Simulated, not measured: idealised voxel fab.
process module | voxel lift off
Cross-section cut spans 245 nm and uses square cells 5 nm in size.
Throughout this document, each cross-section is represented as a grid of square cells and is presented as a sequence of bands enumerated from the top downward, where a band comprises one or more rows of cells.
Heads up on the band format: heights come first, top then bottom, in nm. After that it's the materials left to right, each with its width in nm. A single material flagged "edge to edge" fills the whole band edge to edge, and "blank" means there's empty space there.
The reference from which all heights are counted is 0, the level beneath which the as-received wafer is entirely one material; the lowest band, having no lower bound, proceeds downward and is written after the example "0..down".
You'd read "30..40" like this: the band's top row of cells is as wide as the first number, its bottom row is as wide as the second, and going down, every row changes width by the same amount as the row before did.
When a step is marked "nothing changed", none of the cells in the cross-section changed during that step.
Closed empty spaces (no open way to the top) of 8 cells or more are what "Sealed void inventory" lists, each as width x height at distance from the left edge, nm for all three.
On each step's line, the part that comes after the settings is the simulator's own comment on the step.
Among the settings permitted on a step's line is "overlay nm"; applied to a step with a mask, it specifies the extent to which the mask lay to the right of its planned position, whereas a negative figure signifies a position to the left.

The following list gives the planned process steps
1,RECEIVE [material Si]
2,CONFORMAL_DEP [material Al2O3] [thk nm 5]
3,PATTERN [tone open] [mask id LINES] [material resist] [width nm 25] [pitch nm 45] [thk nm 20] [overlay nm -15]
4,DIRECTIONAL_DEP [material Ru] [thk nm 5]
5,STRIP [etch materials resist]
6,CONFORMAL_DEP [material SiO2] [thk nm 10]
For this document, wafers share an identical start and vary in the step 3 overlay nm; the plan quotes the first wafer's value.

First wafer of several, as received: cross-section after step 1
> 0..down: Si edge to edge
> Sealed void inventory: none

For your reference, the table is organized with a row per wafer; each row reflects the wafer at the end of the module, indicating for each material the cells gained (+) or lost (-) since receipt, and thereafter its closed voids
overlay nm -15 | +49 Al2O3 | +20 Ru | +114 SiO2 | Sealed void inventory: none
overlay nm -10 | +49 Al2O3 | +20 Ru | +114 SiO2 | Sealed void inventory: none
overlay nm -5 | +49 Al2O3 | +20 Ru | +114 SiO2 | Sealed void inventory: none
overlay nm 0 | +49 Al2O3 | +20 Ru | +114 SiO2 | Sealed void inventory: none
overlay nm 5 | +49 Al2O3 | +20 Ru | +114 SiO2 | Sealed void inventory: none
overlay nm 10 | +49 Al2O3 | +20 Ru | +114 SiO2 | Sealed void inventory: none
overlay nm 15 | +49 Al2O3 | +20 Ru | +114 SiO2 | Sealed void inventory: none
